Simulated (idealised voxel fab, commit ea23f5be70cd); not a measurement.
Name of the process module below: voxel ribs on slabs
270 nm wide, 5 nm square cells: that's cross-section cut.
If you're reading a cross-section in this doc, picture square cells in a grid; it comes to you as bands, top ones listed first down to the bottom, and a band can be one or more rows of cells.
It is stipulated that each band's entry specify, in nanometres, the height of the top of the band and then that of its bottom, followed by the materials of the band in left-to-right sequence, each together with its width in nanometres. A single material marked by the word "everywhere" is understood to fill the band from edge to edge; the word "blank" is understood to denote empty space.
All heights in this document are referenced to 0, defined as the level beneath which the wafer, as received, consists entirely of one material. The lowest band is not bounded below; it extends indefinitely downward and is written in the form "z 0 and below".
Per-row width for "30..40": begins at first number (top row of band), ends at second number (bottom row), increment between rows held constant.
"remained the same" means the step left every cell of the cross-section as it was.
"Entrapped void list" contains a list of empty spaces, each no smaller than 8 cells and without an open way to the top, written in the form width x height at distance with the distance from the left edge and all three in nm.
after a step's settings: what the simulator itself notes on the step
A step's line can hold "overlay nm"; with a mask on that step, the setting says how far right of the planned place the mask lay, while a negative setting says it lay to the left.

Plan:
step 1: RECEIVE [material Si]
step 2: DIRECTIONAL_DEP [material SiO2] [thk nm 25]
step 3: DIRECTIONAL_DEP [material SiN] [thk nm 20]
step 4: PATTERN [tone cover] [mask id RIB] [material resist] [width nm 15] [thk nm 20] [overlay nm 0]
step 5: DIRECTIONAL_ETCH [etch materials SiN] [depth nm 5]
step 6: STRIP [etch materials resist]
step 7: PATTERN [tone cover] [mask id SLAB] [material resist] [width nm 75] [thk nm 20] [overlay nm 0]
step 8: DIRECTIONAL_ETCH [etch materials SiN] [depth nm 15]
step 9: STRIP [etch materials resist]
step 10: FILL_DEP [material SiO2] [thk nm 25]
step 11: CMP [height nm 60]
step 12: DIRECTIONAL_DEP [material W] [thk nm 5]
step 13: MASKED_ETCH [tone cover] [mask id HEATER] [width nm 25] [etch materials W] [depth nm 5] [overlay nm 0]
step 14: CONFORMAL_DEP [material SiO2] [thk nm 5]

First wafer of two (run as planned):

Received-state cross-section, reflecting completion of step 1:
* z 0 and below = Si everywhere
* Entrapped void list: none

Upon completion of step 2, the wafer appears in cross-section as shown:
* z 25 to 0 = SiO2 everywhere
* At heights below 0, the structure remains unaltered.

Upon completion of step 3, the wafer appears in cross-section as shown:
* z 45 to 25 = SiN everywhere
* At heights below 25, the structure remains unaltered.

Upon completion of step 4, the wafer appears in cross-section as shown:
* z 65 to 45 = 125 nm blank; 15 nm resist; 130 nm blank
* At heights below 45, the structure remains unaltered.

Upon completion of step 5, the wafer appears in cross-section as shown:
* z 65 to 45 = 125 nm blank; 15 nm resist; 130 nm blank
* z 45 to 40 = 125 nm blank; 15 nm SiN; 130 nm blank
* At heights below 40, the structure remains unaltered.

Upon completion of step 6, the wafer appears in cross-section as shown:
* z 45 to 40 = 125 nm blank; 15 nm SiN; 130 nm blank
* At heights below 40, the structure remains unaltered.

Upon completion of step 7, the wafer appears in cross-section as shown:
* z 65 to 45 = 95 nm blank; 75 nm resist; 100 nm blank
* z 45 to 40 = 95 nm blank; 30 nm resist; 15 nm SiN; 30 nm resist; 100 nm blank
* At heights below 40, the structure remains unaltered.

Upon completion of step 8, the wafer appears in cross-section as shown:
* z 65 to 45 = 95 nm blank; 75 nm resist; 100 nm blank
* z 45 to 40 = 95 nm blank; 30 nm resist; 15 nm SiN; 30 nm resist; 100 nm blank
* z 40 to 25 = 95 nm blank; 75 nm SiN; 100 nm blank
* At heights below 25, the structure remains unaltered.

Upon completion of step 9, the wafer appears in cross-section as shown:
* z 45 to 40 = 125 nm blank; 15 nm SiN; 130 nm blank
* At heights below 40, the structure remains unaltered.

Upon completion of step 10, the wafer appears in cross-section as shown:
* z 70 to 45 = SiO2 everywhere
* z 45 to 40 = 125 nm SiO2; 15 nm SiN; 130 nm SiO2
* z 40 to 25 = 95 nm SiO2; 75 nm SiN; 100 nm SiO2
* At heights below 25, the structure remains unaltered.

Upon completion of step 11, the wafer appears in cross-section as shown:
* z 60 to 45 = SiO2 everywhere
* At heights below 45, the structure remains unaltered.

Upon completion of step 12, the wafer appears in cross-section as shown:
* z 65 to 60 = W everywhere
* At heights below 60, the structure remains unaltered.

Upon completion of step 13, the wafer appears in cross-section as shown:
* z 65 to 60 = 120 nm blank; 25 nm W; 125 nm blank
* At heights below 60, the structure remains unaltered.

Upon completion of step 14, the wafer appears in cross-section as shown:
* z 70 to 65 = 115 nm blank; 35 nm SiO2; 120 nm blank
* z 65 to 60 = 120 nm SiO2; 25 nm W; 125 nm SiO2
* At heights below 60, the structure remains unaltered.

Second wafer, same starting conditions and recipe as the first, one mistake in executing it, nothing differs from the first up to and including step 6:

X-section, second wafer, when step 7 was due to finish:
* z 65 to 45 = 105 nm blank; 75 nm resist; 90 nm blank
* z 45 to 40 = 105 nm blank; 20 nm resist; 15 nm SiN; 40 nm resist; 90 nm blank
* At heights below 40, the structure remains unaltered.

X-section, second wafer, when step 8 was due to finish:
* z 65 to 45 = 105 nm blank; 75 nm resist; 90 nm blank
* z 45 to 40 = 105 nm blank; 20 nm resist; 15 nm SiN; 40 nm resist; 90 nm blank
* z 40 to 25 = 105 nm blank; 75 nm SiN; 90 nm blank
* At heights below 25, the structure remains unaltered.

X-section, second wafer, when step 9 was due to finish:
* z 45 to 40 = 125 nm blank; 15 nm SiN; 130 nm blank
* At heights below 40, the structure remains unaltered.

X-section, second wafer, when step 10 was due to finish:
* z 70 to 45 = SiO2 everywhere
* z 45 to 40 = 125 nm SiO2; 15 nm SiN; 130 nm SiO2
* z 40 to 25 = 105 nm SiO2; 75 nm SiN; 90 nm SiO2
* At heights below 25, the structure remains unaltered.

X-section, second wafer, when step 11 was due to finish:
* z 60 to 45 = SiO2 everywhere
* At heights below 45, the structure remains unaltered.

X-section, second wafer, when step 12 was due to finish:
* z 65 to 60 = W everywhere
* At heights below 60, the structure remains unaltered.

X-section, second wafer, when step 13 was due to finish:
* z 65 to 60 = 120 nm blank; 25 nm W; 125 nm blank
* At heights below 60, the structure remains unaltered.

X-section, second wafer, when step 14 was due to finish:
* z 70 to 65 = 115 nm blank; 35 nm SiO2; 120 nm blank
* z 65 to 60 = 120 nm SiO2; 25 nm W; 125 nm SiO2
* At heights below 60, the structure remains unaltered.
What went wrong in running the wafer? planned and actual differ for step 7; actual: PATTERN [tone cover] [mask id SLAB] [material resist] [width nm 75] [thk nm 20] [overlay nm 10]
When the process is done, the second wafer contains the same cell count of every material as the first wafer, but distributed over other locations.
